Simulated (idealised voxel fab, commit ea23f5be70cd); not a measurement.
Process module under the name voxel plated lines
Xsec cut, 265 nm wide, square cell size 5 nm.
Cross-section, as written here: a square-cell grid given band by band from the top down, where a band holds one or more rows of cells.
Per band: top height and bottom height in nm, followed by the left-to-right materials and their widths in nm; "full width" marks a single material spanning edge to edge, "empty" marks empty space.
Basically, 0 is our baseline, since under it the wafer straight out of the box is all one material. The bottom band has no lower end and keeps on going down, so it looks like "top 0, no bottom".
Think of "30->40" as a width that walks from the first number to the second as you go down the band, top row to bottom row, taking equal-sized steps from row to row.
For the purposes of this document, the phrase "no modifications" attached to a step denotes that no cell within the cross-section was modified by that step.
"Listed closed voids" specifies each empty space that is not open to the top and that occupies no fewer than 8 cells, using the form width x height at distance, the distance measured from the left edge and all three quantities in nm.
On a step's line, text after the settings is the simulator commenting on that step.
You can add "overlay nm" to a step's line. For a step with a mask, it describes how far the mask lay to the right of its planned position, and a negative number describes a lay to the left.
The following list gives the planned process steps:
- 1: RECEIVE,material Si
- 2: CONFORMAL_DEP,material SiN,thk nm 10
- 3: DIRECTIONAL_DEP,material TiN,thk nm 5
- 4: PATTERN,tone open,mask id LINES,material resist,width nm 25,pitch nm 50,thk nm 15,overlay nm 0
- 5: EPI,material Ru,thk nm 10
- 6: STRIP,etch materials resist
- 7: DIRECTIONAL_ETCH,etch materials TiN,depth nm 5
- 8: CONFORMAL_DEP,material SiO2,thk nm 10
Cross-section of the wafer upon arrival, representing the state reached after step 1:
  top 0, no bottom  Si full width
  Listed closed voids: none
Cross-sectional view of the first of the two wafers upon completion of the module, processed in accordance with the plan:
  top 35, bottom 25  empty=60, then SiO2=45, then empty=5, then SiO2=45, then empty=5, then SiO2=45, then empty=60
  top 25, bottom 20  empty=60, then SiO2=10, then Ru=25, then SiO2=10, then empty=5, then SiO2=10, then Ru=25, then SiO2=10, then empty=5, then SiO2=10, then Ru=25, then SiO2=10, then empty=60
  top 20, bottom 15  SiO2=70, then Ru=25, then SiO2=25, then Ru=25, then SiO2=25, then Ru=25, then SiO2=70
  top 15, bottom 10  SiO2=70, then TiN=25, then SiO2=25, then TiN=25, then SiO2=25, then TiN=25, then SiO2=70
  top 10, bottom 0  SiN full width
  top 0, no bottom  Si full width
  Listed closed voids: none
second wafer at the end: like start, like plan, one mistake:
  top 25, bottom 15  SiO2 full width
  top 15, bottom 5  SiN full width
  top 5, bottom 0  TiN full width
  top 0, no bottom  Si full width
  Listed closed voids: none
Want to know what went wrong? mixed up steps 2 and 3 - ran each in the other's place
The closing comparison, in cells, has the second wafer with more or fewer of some materials than the first: -30 Ru | -36 SiO2 | +38 TiN
